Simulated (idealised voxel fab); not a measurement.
process module | voxel fin reveal
cross-section cut | 170 nm wide | cells 5 nm
A cross-section is a grid of square cells, given in bands from the top down. A band is one or more rows of cells.
Each band's line starts with the height of the band's top and of its bottom, in nm. Then come its materials from left to right, each with its width in nm. One material with "throughout" fills the band from edge to edge. "air" is empty space.
Height 0 is the level under which the wafer as received is all one material. The lowest band goes on downwards, as in "0 down".
A width such as "30 to 40" changes by the same amount from each row of cells to the next, from the band's top row to its bottom row.
"no change" after a step means that no cell of the cross-section changed.
closed voids: empty space of 8 cells or more with no open way to the top, each as width x height at its distance from the left edge, in nm
after a step's settings: what the simulator itself notes on the step
overlay nm, on a step with a mask: how far to the right of its planned place the mask lay; to the left if negative
plan
1 op RECEIVE | material Si
2 op CONFORMAL_DEP | material SiN | thk nm 5
3 op MASKED_ETCH | tone cover | mask id FINS | width nm 15 | pitch nm 35 | etch materials SiN | depth nm 5 | overlay nm 0
4 op MASKED_ETCH | tone cover | mask id FINS | width nm 15 | pitch nm 35 | etch materials Si | depth nm 30 | overlay nm 0
5 op OXIDIZE | depth nm 5
6 op FILL_DEP | material SiO2 | thk nm 5
7 op CMP | height nm 5
8 op SELECTIVE_ETCH | etch materials SiO2 | depth nm 20
9 op STRIP | etch materials SiN
10 op CONFORMAL_DEP | material SiO2 | thk nm 5
as received, after step 1
  0 down: Si throughout
  closed voids: none
a wafer at the end: this start, this plan, one mistake
  5 to 0: air 25 | SiO2 20 | air 15 | SiO2 20 | air 15 | SiO2 20 | air 15 | SiO2 20 | air 20
  0 to -10: air 25 | SiO2 5 | Si 10 | SiO2 5 | air 15 | SiO2 5 | Si 10 | SiO2 5 | air 15 | SiO2 5 | Si 10 | SiO2 5 | air 15 | SiO2 5 | Si 10 | SiO2 5 | air 20
  -10 to -35: SiO2 30 | Si 10 | SiO2 25 | Si 10 | SiO2 25 | Si 10 | SiO2 25 | Si 10 | SiO2 25
  -35 down: Si throughout
  closed voids: none
what went wrong: step 3 ran as: op MASKED_ETCH | tone cover | mask id FINS | width nm 20 | pitch nm 35 | etch materials SiN | depth nm 5 | overlay nm 0
